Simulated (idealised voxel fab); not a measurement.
Documented hereafter: the process module known as voxel capacitor over wiring.
Section shown: cut. Width: 200 nm. Cell size: 5 nm, square.
Cross-section = grid of square cells, listed top down in bands; band = one or more rows.
Band entry format. Leading values: height of top, height of bottom, nm. Remainder: materials in left-to-right order, each with its width in nm. Special words: "throughout" on a single material, which then fills the band edge to edge; "empty", empty space.
Heights are reckoned from 0. Under this level, the received wafer is all of one material. The bottommost band is open-ended downward, for example "top 0, no bottom".
Width spec "30->40" -> top row of cells at first value, bottom row at second value, equal per-row change in between.
Basically "nothing altered" means that step didn't change any cell in the cross-section.
The entry "Closed internal voids" lists the empty spaces that cover at least 8 cells and have no open path to the top. Each is written as width x height at distance, where the distance is measured from the left edge and all three values are in nm.
The remark found on a step's line after its settings is issued by the simulator itself and pertains to that step.
overlay nm: for a step with a mask, the amount by which the mask lay right of where it was planned; a negative amount means left of it.
Steps in the process plan:
- 1: RECEIVE,material Si
- 2: CONFORMAL_DEP,material SiO2,thk nm 15
- 3: CONFORMAL_DEP,material SiCN,thk nm 5
- 4: DIRECTIONAL_DEP,material SiO2,thk nm 20
- 5: DIRECTIONAL_DEP,material aC,thk nm 15
- 6: PATTERN,tone open,mask id METAL_1,material resist,width nm 25,pitch nm 90,thk nm 35,overlay nm 0
- 7: DIRECTIONAL_ETCH,etch materials aC,depth nm 15
- 8: STRIP,etch materials resist
- 9: DIRECTIONAL_ETCH,etch materials SiO2,depth nm 20
- 10: DIRECTIONAL_ETCH,etch materials SiCN,depth nm 5
- 11: STRIP,etch materials aC
- 12: CONFORMAL_DEP,material TiN,thk nm 5
- 13: FILL_DEP,material Cu,thk nm 10
- 14: CMP,height nm 40
- 15: EPI,material Ru,thk nm 5
- 16: FILL_DEP,material SiCN,thk nm 5
- 17: DIRECTIONAL_DEP,material lowk,thk nm 10
- 18: PATTERN,tone open,mask id PLUG_1,material resist,width nm 15,thk nm 20,overlay nm 0
- 19: DIRECTIONAL_ETCH,etch materials lowk,depth nm 10
- 20: DIRECTIONAL_ETCH,etch materials SiCN,depth nm 5
- 21: STRIP,etch materials resist
- 22: EPI,material Ru,thk nm 10
- 23: EPI,material Ru,thk nm 5
- 24: DIRECTIONAL_DEP,material TiN,thk nm 10
- 25: DIRECTIONAL_DEP,material HfO2,thk nm 5
- 26: DIRECTIONAL_DEP,material TiN,thk nm 5
- 27: DIRECTIONAL_DEP,material aC,thk nm 10
- 28: PATTERN,tone cover,mask id UPPER_PLATE,material resist,width nm 70,thk nm 25,overlay nm 0
- 29: DIRECTIONAL_ETCH,etch materials aC,depth nm 10
- 30: STRIP,etch materials resist
- 31: DIRECTIONAL_ETCH,etch materials TiN,depth nm 5
- 32: DIRECTIONAL_ETCH,etch materials HfO2,depth nm 5
- 33: STRIP,etch materials aC
- 34: PATTERN,tone cover,mask id LOWER_PLATE,material resist,width nm 80,thk nm 15,overlay nm 0
- 35: DIRECTIONAL_ETCH,etch materials TiN,depth nm 10
- 36: STRIP,etch materials resist
- 37: FILL_DEP,material SiO2,thk nm 20
- 38: CMP,height nm 95
- 39: DIRECTIONAL_DEP,material aC,thk nm 15
- 40: PATTERN,tone open,mask id PLUG_2,material resist,width nm 15,thk nm 30,overlay nm 0
- 41: DIRECTIONAL_ETCH,etch materials aC,depth nm 15
- 42: STRIP,etch materials resist
- 43: DIRECTIONAL_ETCH,etch materials SiO2,depth nm 5
- 44: STRIP,etch materials aC
- 45: CONFORMAL_DEP,material TiN,thk nm 5
- 46: FILL_DEP,material Ru,thk nm 5
- 47: CMP,height nm 95
- 48: CONFORMAL_DEP,material SiCN,thk nm 5
What sets these wafers apart? The depth nm at step 43. They all start alike, and the plan carries the first wafer's value.
Received wafers, first of several: cross-section after step 1:
> top 0, no bottom = Si throughout
> Closed internal voids: none
Below is a per-wafer table. In it, each row describes the wafer at the end of the module by giving, for each material, the number of cells gained (+) or lost (-) since the wafer was received, and after that the closed voids of the wafer:
depth nm 5 | +24 Cu | +14 HfO2 | +23 Ru | +133 SiCN | +457 SiO2 | +75 TiN | +74 lowk | Closed internal voids: none
depth nm 10 | +24 Cu | +14 HfO2 | +24 Ru | +133 SiCN | +454 SiO2 | +77 TiN | +74 lowk | Closed internal voids: none
depth nm 15 | +24 Cu | +14 HfO2 | +25 Ru | +133 SiCN | +451 SiO2 | +79 TiN | +74 lowk | Closed internal voids: none
depth nm 20 | +24 Cu | +14 HfO2 | +25 Ru | +133 SiCN | +451 SiO2 | +79 TiN | +74 lowk | Closed internal voids: none
depth nm 25 | +24 Cu | +14 HfO2 | +25 Ru | +133 SiCN | +451 SiO2 | +79 TiN | +74 lowk | Closed internal voids: none
depth nm 30 | +24 Cu | +14 HfO2 | +25 Ru | +133 SiCN | +451 SiO2 | +79 TiN | +74 lowk | Closed internal voids: none
